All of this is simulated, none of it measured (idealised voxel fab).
The process module presented herein is designated voxel fin reveal.
It is cross-section cut that appears here, measuring 160 nm in width, its square cells being 5 nm in size.
For the purposes of this document, a cross-section shall be understood as a grid of square cells, specified as bands listed in top-to-bottom order, each band consisting of one or more rows of cells. Look at the band entry: it leads with the top's height and the bottom's height in nm. Then it lists the materials left to right, with a width in nm for each. The word "everywhere" on a single material says that material fills the band edge to edge. The word "empty" is empty space. The level at which height equals 0 is the one under which the wafer, as it arrives, is entirely one material. No lower edge exists for the bottom band, which continues downward and is notated as in "top 0, no bottom". The width entry "30 to 40" should be interpreted row by row: the top row of cells in the band takes the first number, the bottom row takes the second number, and the change between adjacent rows is uniform throughout. No cell of the cross-section changed in a step that is given as "all unchanged". The entry titled "Sealed internal voids" provides the empty spaces that have no open way to the top, restricted to those of 8 cells or more. Each is presented as width x height at distance, the distance being measured from the left edge, with all three in nm. On a step's line, text after the settings is the simulator commenting on that step. What "overlay nm" on a step's line means: if the step has a mask, that mask lay this far to the right of its planned place, or, when the value is negative, to the left.

Here's what the planned process steps look like
1,RECEIVE with material Si
2,CONFORMAL_DEP with material SiN, thk nm 10
3,DIRECTIONAL_DEP with material aC, thk nm 10
4,PATTERN with tone cover, mask id FINS, material resist, width nm 15, pitch nm 35, thk nm 30, overlay nm 0
5,DIRECTIONAL_ETCH with etch materials aC, depth nm 10
6,STRIP with etch materials resist
7,DIRECTIONAL_ETCH with etch materials SiN, depth nm 10
8,DIRECTIONAL_ETCH with etch materials Si, depth nm 40
9,STRIP with etch materials aC
10,FILL_DEP with material SiO2, thk nm 15
11,CMP with height nm 10
12,SELECTIVE_ETCH with etch materials SiO2, depth nm 25
13,STRIP with etch materials SiN
14,CONFORMAL_DEP with material SiO2, thk nm 5

Shown in cross-section is the wafer as received, that is, as it stands after step 1
    top 0, no bottom: Si everywhere
    Sealed internal voids: none

Cross-sectional image of the first of two wafers at the end of the module, the run having proceeded as planned
    top 5, bottom 0: empty 30; SiO2 25; empty 10; SiO2 25; empty 10; SiO2 25; empty 35
    top 0, bottom -10: empty 30; SiO2 5; Si 15; SiO2 5; empty 10; SiO2 5; Si 15; SiO2 5; empty 10; SiO2 5; Si 15; SiO2 5; empty 35
    top -10, bottom -40: SiO2 35; Si 15; SiO2 20; Si 15; SiO2 20; Si 15; SiO2 40
    top -40, no bottom: Si everywhere
    Sealed internal voids: none

End of module, second wafer, cross-section. Started like the first, planned like the first, run with one mistake
    top 5, bottom 0: empty 30; SiO2 30; empty 5; SiO2 30; empty 5; SiO2 30; empty 30
    top 0, bottom -10: empty 30; SiO2 5; Si 20; SiO2 5; empty 5; SiO2 5; Si 20; SiO2 5; empty 5; SiO2 5; Si 20; SiO2 5; empty 30
    top -10, bottom -40: SiO2 35; Si 20; SiO2 15; Si 20; SiO2 15; Si 20; SiO2 35
    top -40, no bottom: Si everywhere
    Sealed internal voids: none
Want to know what went wrong? contrary to plan, step 4 was performed as PATTERN with tone cover, mask id FINS, material resist, width nm 20, pitch nm 35, thk nm 30, overlay nm 0
Wrapping up, a cell-based count of both wafers puts the second over or under the first for these materials: 24 more of Si | 15 fewer of SiO2
